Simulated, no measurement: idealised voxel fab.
The following process module bears the name voxel self aligned contacts.
It is cross-section cut that appears here, measuring 250 nm in width, its square cells being 5 nm in size.
Cross-section layout: square cells on a grid; listed as bands, top to bottom; a band spans one or more cell rows.
Heights first: top, then bottom, in nm. Then materials, left to right, each with a width in nm. "edge to edge" on a single material: fills the band edge to edge. "empty": empty space.
Counting heights begins at 0, where everything beneath is, in the wafer as received, one material. The lowest band has no bottom; it goes on downwards, as "from 0 down" shows.
Quick explanation for "30..40": the width changes in equal steps down the rows of cells, from the first number in the band's top row to the second number in its bottom row.
When a step is marked "nothing different", none of the cells in the cross-section changed during that step.
"Sealed internal cavities" specifies each empty space that is not open to the top and that occupies no fewer than 8 cells, using the form width x height at distance, the distance measured from the left edge and all three quantities in nm.
The remark found on a step's line after its settings is issued by the simulator itself and pertains to that step.
"overlay nm" answers the question of how far to the right of plan the mask lay on a step that has a mask, and when it is negative the answer is to the left.
Process steps foreseen in the plan
1 RECEIVE (material Si)
2 OXIDIZE (depth nm 5)
3 DIRECTIONAL_DEP (material polySi; thk nm 25)
4 DIRECTIONAL_DEP (material SiN; thk nm 20)
5 MASKED_ETCH (tone cover; mask id GATE; width nm 25; pitch nm 70; etch materials SiN; depth nm 20; overlay nm 0)
6 MASKED_ETCH (tone cover; mask id GATE; width nm 25; pitch nm 70; etch materials polySi; depth nm 25; overlay nm 0)
7 CONFORMAL_DEP (material SiN; thk nm 10)
8 DIRECTIONAL_ETCH (etch materials SiN; depth nm 10)
9 FILL_DEP (material SiO2; thk nm 15)
10 CMP (height nm 50)
11 PATTERN (tone open; mask id CONTACT; material resist; width nm 55; thk nm 20; overlay nm 0)
12 DIRECTIONAL_ETCH (etch materials SiO2; depth nm 55)
13 STRIP (etch materials resist)
14 CONFORMAL_DEP (material TiN; thk nm 5)
15 FILL_DEP (material Ru; thk nm 10)
16 CMP (height nm 50)
17 CONFORMAL_DEP (material SiN; thk nm 5)
Delivered wafer in cross-section: state after step 1
    from 0 down  Si edge to edge
    Sealed internal cavities: none
What the wafer looks like in cross-section after this module, when it starts as shown above and follows the plan above but one mistake is made in running it
    from 55 to 50  SiN edge to edge
    from 50 to 45  SiO2 95 nm, then TiN 20 nm, then Ru 15 nm, then TiN 20 nm, then SiO2 100 nm
    from 45 to 25  SiO2 65 nm, then SiN 45 nm, then TiN 5 nm, then Ru 15 nm, then TiN 5 nm, then SiN 45 nm, then SiO2 70 nm
    from 25 to 0  SiO2 65 nm, then SiN 10 nm, then polySi 25 nm, then SiN 10 nm, then TiN 5 nm, then Ru 15 nm, then TiN 5 nm, then SiN 10 nm, then polySi 25 nm, then SiN 10 nm, then SiO2 70 nm
    from 0 to -5  SiO2 110 nm, then TiN 25 nm, then SiO2 115 nm
    from -5 to -15  SiO2 edge to edge
    from -15 down  Si edge to edge
    Sealed internal cavities: none
It is concluded that the wafer was processed incorrectly with respect to the plan, in that rather than as planned, step 2 actually ran as OXIDIZE (depth nm 15)
